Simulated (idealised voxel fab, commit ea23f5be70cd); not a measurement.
process module | voxel plated lines
cross-section cut | 210 nm wide | cells 5 nm
A cross-section is a grid of square cells, given in bands from the top down. A band is one or more rows of cells.
Each band's line starts with the height of the band's top and of its bottom, in nm. Then come its materials from left to right, each with its width in nm. One material with "throughout" fills the band from edge to edge. "air" is empty space.
Height 0 is the level under which the wafer as received is all one material. The lowest band goes on downwards, as in "0 down".
A width such as "30 to 40" changes by the same amount from each row of cells to the next, from the band's top row to its bottom row.
"no change" after a step means that no cell of the cross-section changed.
closed voids: empty space of 8 cells or more with no open way to the top, each as width x height at its distance from the left edge, in nm
after a step's settings: what the simulator itself notes on the step
overlay nm, on a step with a mask: how far to the right of its planned place the mask lay; to the left if negative
plan
1 op RECEIVE | material Si
2 op CONFORMAL_DEP | material SiN | thk nm 10
3 op DIRECTIONAL_DEP | material TiN | thk nm 5
4 op PATTERN | tone open | mask id LINES | material resist | width nm 20 | pitch nm 45 | thk nm 30 | overlay nm 0
5 op EPI | material Ru | thk nm 10
6 op EPI | material Ru | thk nm 10
7 op STRIP | etch materials resist
8 op DIRECTIONAL_ETCH | etch materials TiN | depth nm 5
9 op CONFORMAL_DEP | material SiCN | thk nm 5
first wafer, as planned
as received, after step 1
  0 down: Si throughout
  closed voids: none
after step 2
  10 to 0: SiN throughout
  below 0: unchanged
after step 3
  15 to 10: TiN throughout
  below 10: unchanged
after step 4
  45 to 15: resist 25 | air 20 | resist 25 | air 20 | resist 25 | air 20 | resist 25 | air 20 | resist 30
  below 15: unchanged
after step 5
  45 to 25: resist 25 | air 20 | resist 25 | air 20 | resist 25 | air 20 | resist 25 | air 20 | resist 30
  25 to 15: resist 25 | Ru 20 | resist 25 | Ru 20 | resist 25 | Ru 20 | resist 25 | Ru 20 | resist 30
  below 15: unchanged
after step 6
  45 to 35: resist 25 | air 20 | resist 25 | air 20 | resist 25 | air 20 | resist 25 | air 20 | resist 30
  35 to 15: resist 25 | Ru 20 | resist 25 | Ru 20 | resist 25 | Ru 20 | resist 25 | Ru 20 | resist 30
  below 15: unchanged
after step 7
  35 to 15: air 25 | Ru 20 | air 25 | Ru 20 | air 25 | Ru 20 | air 25 | Ru 20 | air 30
  below 15: unchanged
after step 8
  35 to 15: air 25 | Ru 20 | air 25 | Ru 20 | air 25 | Ru 20 | air 25 | Ru 20 | air 30
  15 to 10: air 25 | TiN 20 | air 25 | TiN 20 | air 25 | TiN 20 | air 25 | TiN 20 | air 30
  below 10: unchanged
after step 9
  40 to 35: air 20 | SiCN 30 | air 15 | SiCN 30 | air 15 | SiCN 30 | air 15 | SiCN 30 | air 25
  35 to 15: air 20 | SiCN 5 | Ru 20 | SiCN 5 | air 15 | SiCN 5 | Ru 20 | SiCN 5 | air 15 | SiCN 5 | Ru 20 | SiCN 5 | air 15 | SiCN 5 | Ru 20 | SiCN 5 | air 25
  15 to 10: SiCN 25 | TiN 20 | SiCN 25 | TiN 20 | SiCN 25 | TiN 20 | SiCN 25 | TiN 20 | SiCN 30
  below 10: unchanged
second wafer: like start, like plan, one mistake. Through step 3 it matches the first wafer
when step 4 should have ended
  45 to 15: air 25 | resist 20 | air 25 | resist 20 | air 25 | resist 20 | air 25 | resist 20 | air 30
  below 15: unchanged
when step 5 should have ended
  45 to 25: air 25 | resist 20 | air 25 | resist 20 | air 25 | resist 20 | air 25 | resist 20 | air 30
  25 to 15: Ru 25 | resist 20 | Ru 25 | resist 20 | Ru 25 | resist 20 | Ru 25 | resist 20 | Ru 30
  below 15: unchanged
when step 6 should have ended
  45 to 35: air 25 | resist 20 | air 25 | resist 20 | air 25 | resist 20 | air 25 | resist 20 | air 30
  35 to 15: Ru 25 | resist 20 | Ru 25 | resist 20 | Ru 25 | resist 20 | Ru 25 | resist 20 | Ru 30
  below 15: unchanged
when step 7 should have ended
  35 to 15: Ru 25 | air 20 | Ru 25 | air 20 | Ru 25 | air 20 | Ru 25 | air 20 | Ru 30
  below 15: unchanged
when step 8 should have ended
  35 to 15: Ru 25 | air 20 | Ru 25 | air 20 | Ru 25 | air 20 | Ru 25 | air 20 | Ru 30
  15 to 10: TiN 25 | air 20 | TiN 25 | air 20 | TiN 25 | air 20 | TiN 25 | air 20 | TiN 30
  below 10: unchanged
when step 9 should have ended
  40 to 35: SiCN 30 | air 10 | SiCN 35 | air 10 | SiCN 35 | air 10 | SiCN 35 | air 10 | SiCN 35
  35 to 15: Ru 25 | SiCN 5 | air 10 | SiCN 5 | Ru 25 | SiCN 5 | air 10 | SiCN 5 | Ru 25 | SiCN 5 | air 10 | SiCN 5 | Ru 25 | SiCN 5 | air 10 | SiCN 5 | Ru 30
  15 to 10: TiN 25 | SiCN 20 | TiN 25 | SiCN 20 | TiN 25 | SiCN 20 | TiN 25 | SiCN 20 | TiN 30
  below 10: unchanged
what went wrong: step 4 ran as: op PATTERN | tone cover | mask id LINES | material resist | width nm 20 | pitch nm 45 | thk nm 30 | overlay nm 0
at the end the second wafer has, in cells: 40 more of Ru | 10 more of TiN
